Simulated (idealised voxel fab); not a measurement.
Proc. module: voxel quadruple lines
The cross-section shown here is cut; it is 190 nm wide and divided into square cells measuring 5 nm on a side.
Cross-section = grid of square cells, listed top down in bands; band = one or more rows.
First you get the band's top height and its bottom height, in nm, and then the materials it's made of, left to right, with each width in nm. If you see a single material with "edge to edge", that one covers the band edge to edge. "blank" is empty space.
Heights are reckoned from 0. Under this level, the received wafer is all of one material. The bottommost band is open-ended downward, for example "0 nm and below".
You'd read "30->40" like this: the band's top row of cells is as wide as the first number, its bottom row is as wide as the second, and going down, every row changes width by the same amount as the row before did.
"nothing was modified" (step): cross-section cells unchanged, all of them.
Reported under the label "Unvented internal voids" are the empty spaces having no open way to the top and comprising 8 cells or more; the notation for each is width x height at distance, in which the distance is measured from the left edge and all three values are in nm.
What comes after the settings on a step's line is commentary from the simulator itself on that step.
"overlay nm", when on a step's line for a step with a mask, measures how far to the right of its planned place the mask lay; a negative measure means to the left.
### The planned process steps are enumerated hereunder
1 RECEIVE: material Si
2 CONFORMAL_DEP: material SiO2, thk nm 10
3 DIRECTIONAL_DEP: material TiN, thk nm 10
4 DIRECTIONAL_DEP: material polySi, thk nm 20
5 DIRECTIONAL_DEP: material aC, thk nm 25
6 PATTERN: tone cover, mask id MANDREL, material resist, width nm 20, thk nm 35, overlay nm 0
7 DIRECTIONAL_ETCH: etch materials aC, depth nm 25
8 STRIP: etch materials resist
9 CONFORMAL_DEP: material SiO2, thk nm 10
10 DIRECTIONAL_ETCH: etch materials SiO2, depth nm 10
11 STRIP: etch materials aC
12 DIRECTIONAL_ETCH: etch materials polySi, depth nm 20
13 STRIP: etch materials SiO2
14 CONFORMAL_DEP: material SiN, thk nm 5
15 DIRECTIONAL_ETCH: etch materials SiN, depth nm 5
16 STRIP: etch materials polySi
17 DIRECTIONAL_ETCH: etch materials TiN, depth nm 10
18 STRIP: etch materials SiN
19 FILL_DEP: material SiO2, thk nm 10
20 CMP: height nm 20
### First of two wafers - as planned
### Cross-sectional view of the wafer in its as-received condition, corresponding to the state after step 1
> 0 nm and below: Si edge to edge
> Unvented internal voids: none
### The wafer, seen in cross-section, after step 2
> 10 nm to 0 nm: SiO2 edge to edge
> No changes below 0.
### The wafer, seen in cross-section, after step 3
> 20 nm to 10 nm: TiN edge to edge
> No changes below 10.
### The wafer, seen in cross-section, after step 4
> 40 nm to 20 nm: polySi edge to edge
> No changes below 20.
### The wafer, seen in cross-section, after step 5
> 65 nm to 40 nm: aC edge to edge
> No changes below 40.
### The wafer, seen in cross-section, after step 6
> 100 nm to 65 nm: 85 of blank | 20 of resist | 85 of blank
> No changes below 65.
### The wafer, seen in cross-section, after step 7
> 75 nm to 65 nm: 85 of blank | 20 of resist | 85 of blank
> 65 nm to 40 nm: 85 of blank | 20 of aC | 85 of blank
> No changes below 40.
### The wafer, seen in cross-section, after step 8
> 65 nm to 40 nm: 85 of blank | 20 of aC | 85 of blank
> No changes below 40.
### The wafer, seen in cross-section, after step 9
> 75 nm to 65 nm: 75 of blank | 40 of SiO2 | 75 of blank
> 65 nm to 50 nm: 75 of blank | 10 of SiO2 | 20 of aC | 10 of SiO2 | 75 of blank
> 50 nm to 40 nm: 85 of SiO2 | 20 of aC | 85 of SiO2
> No changes below 40.
### The wafer, seen in cross-section, after step 10
> 65 nm to 40 nm: 75 of blank | 10 of SiO2 | 20 of aC | 10 of SiO2 | 75 of blank
> No changes below 40.
### The wafer, seen in cross-section, after step 11
> 65 nm to 40 nm: 75 of blank | 10 of SiO2 | 20 of blank | 10 of SiO2 | 75 of blank
> No changes below 40.
### The wafer, seen in cross-section, after step 12
> 65 nm to 40 nm: 75 of blank | 10 of SiO2 | 20 of blank | 10 of SiO2 | 75 of blank
> 40 nm to 20 nm: 75 of blank | 10 of polySi | 20 of blank | 10 of polySi | 75 of blank
> No changes below 20.
### The wafer, seen in cross-section, after step 13
> 40 nm to 20 nm: 75 of blank | 10 of polySi | 20 of blank | 10 of polySi | 75 of blank
> No changes below 20.
### The wafer, seen in cross-section, after step 14
> 45 nm to 40 nm: 70 of blank | 20 of SiN | 10 of blank | 20 of SiN | 70 of blank
> 40 nm to 25 nm: 70 of blank | 5 of SiN | 10 of polySi | 5 of SiN | 10 of blank | 5 of SiN | 10 of polySi | 5 of SiN | 70 of blank
> 25 nm to 20 nm: 75 of SiN | 10 of polySi | 20 of SiN | 10 of polySi | 75 of SiN
> No changes below 20.
### The wafer, seen in cross-section, after step 15
> 40 nm to 20 nm: 70 of blank | 5 of SiN | 10 of polySi | 5 of SiN | 10 of blank | 5 of SiN | 10 of polySi | 5 of SiN | 70 of blank
> No changes below 20.
### The wafer, seen in cross-section, after step 16
> 40 nm to 20 nm: 70 of blank | 5 of SiN | 10 of blank | 5 of SiN | 10 of blank | 5 of SiN | 10 of blank | 5 of SiN | 70 of blank
> No changes below 20.
### The wafer, seen in cross-section, after step 17
> 40 nm to 20 nm: 70 of blank | 5 of SiN | 10 of blank | 5 of SiN | 10 of blank | 5 of SiN | 10 of blank | 5 of SiN | 70 of blank
> 20 nm to 10 nm: 70 of blank | 5 of TiN | 10 of blank | 5 of TiN | 10 of blank | 5 of TiN | 10 of blank | 5 of TiN | 70 of blank
> No changes below 10.
### The wafer, seen in cross-section, after step 18
> 20 nm to 10 nm: 70 of blank | 5 of TiN | 10 of blank | 5 of TiN | 10 of blank | 5 of TiN | 10 of blank | 5 of TiN | 70 of blank
> No changes below 10.
### The wafer, seen in cross-section, after step 19
> 30 nm to 20 nm: SiO2 edge to edge
> 20 nm to 10 nm: 70 of SiO2 | 5 of TiN | 10 of SiO2 | 5 of TiN | 10 of SiO2 | 5 of TiN | 10 of SiO2 | 5 of TiN | 70 of SiO2
> No changes below 10.
### The wafer, seen in cross-section, after step 20
> 20 nm to 10 nm: 70 of SiO2 | 5 of TiN | 10 of SiO2 | 5 of TiN | 10 of SiO2 | 5 of TiN | 10 of SiO2 | 5 of TiN | 70 of SiO2
> No changes below 10.
### The second wafer was prepared from the same starting point and under the same plan as the first; its processing contained one mistake, and it remains indistinguishable from the first wafer up to and including step 7
### Cross-section, second wafer, at the end time the plan gives for step 8
> 65 nm to 40 nm: 85 of blank | 20 of aC | 85 of blank
> No changes below 40.
### Cross-section, second wafer, at the end time the plan gives for step 9
> 75 nm to 65 nm: 75 of blank | 40 of SiO2 | 75 of blank
> 65 nm to 50 nm: 75 of blank | 10 of SiO2 | 20 of aC | 10 of SiO2 | 75 of blank
> 50 nm to 40 nm: 85 of SiO2 | 20 of aC | 85 of SiO2
> No changes below 40.
### Cross-section, second wafer, at the end time the plan gives for step 10
> 65 nm to 40 nm: 75 of blank | 10 of SiO2 | 20 of aC | 10 of SiO2 | 75 of blank
> No changes below 40.
### Cross-section, second wafer, at the end time the plan gives for step 11
> 65 nm to 40 nm: 75 of blank | 10 of SiO2 | 20 of blank | 10 of SiO2 | 75 of blank
> No changes below 40.
### Cross-section, second wafer, at the end time the plan gives for step 12
> 65 nm to 40 nm: 75 of blank | 10 of SiO2 | 20 of blank | 10 of SiO2 | 75 of blank
> 40 nm to 20 nm: 75 of blank | 10 of polySi | 20 of blank | 10 of polySi | 75 of blank
> No changes below 20.
### Cross-section, second wafer, at the end time the plan gives for step 13
> 40 nm to 20 nm: 75 of blank | 10 of polySi | 20 of blank | 10 of polySi | 75 of blank
> No changes below 20.
### Cross-section, second wafer, at the end time the plan gives for step 14
> 45 nm to 40 nm: 70 of blank | 20 of SiN | 10 of blank | 20 of SiN | 70 of blank
> 40 nm to 25 nm: 70 of blank | 5 of SiN | 10 of polySi | 5 of SiN | 10 of blank | 5 of SiN | 10 of polySi | 5 of SiN | 70 of blank
> 25 nm to 20 nm: 75 of SiN | 10 of polySi | 20 of SiN | 10 of polySi | 75 of SiN
> No changes below 20.
### Cross-section, second wafer, at the end time the plan gives for step 15
> 40 nm to 20 nm: 70 of blank | 5 of SiN | 10 of polySi | 5 of SiN | 10 of blank | 5 of SiN | 10 of polySi | 5 of SiN | 70 of blank
> No changes below 20.
### Cross-section, second wafer, at the end time the plan gives for step 16
> 40 nm to 20 nm: 70 of blank | 5 of SiN | 10 of blank | 5 of SiN | 10 of blank | 5 of SiN | 10 of blank | 5 of SiN | 70 of blank
> No changes below 20.
### Cross-section, second wafer, at the end time the plan gives for step 17
> 40 nm to 20 nm: 70 of blank | 5 of SiN | 10 of blank | 5 of SiN | 10 of blank | 5 of SiN | 10 of blank | 5 of SiN | 70 of blank
> 20 nm to 10 nm: 70 of blank | 5 of TiN | 10 of blank | 5 of TiN | 10 of blank | 5 of TiN | 10 of blank | 5 of TiN | 70 of blank
> No changes below 10.
### Cross-section, second wafer, at the end time the plan gives for step 18
> 20 nm to 10 nm: 70 of blank | 5 of TiN | 10 of blank | 5 of TiN | 10 of blank | 5 of TiN | 10 of blank | 5 of TiN | 70 of blank
> No changes below 10.
### Cross-section, second wafer, at the end time the plan gives for step 19
> 30 nm to 20 nm: SiO2 edge to edge
> 20 nm to 10 nm: 70 of SiO2 | 5 of TiN | 10 of SiO2 | 5 of TiN | 10 of SiO2 | 5 of TiN | 10 of SiO2 | 5 of TiN | 70 of SiO2
> No changes below 10.
### Cross-section, second wafer, at the end time the plan gives for step 20
> 20 nm to 10 nm: 70 of SiO2 | 5 of TiN | 10 of SiO2 | 5 of TiN | 10 of SiO2 | 5 of TiN | 10 of SiO2 | 5 of TiN | 70 of SiO2
> No changes below 10.
What broke from the plan during processing? the plan's step 8 ran twice
Upon completion, the cross-sectional profiles of the two wafers are identical; consequently, the error exerts no influence on the quantities computed by this model.
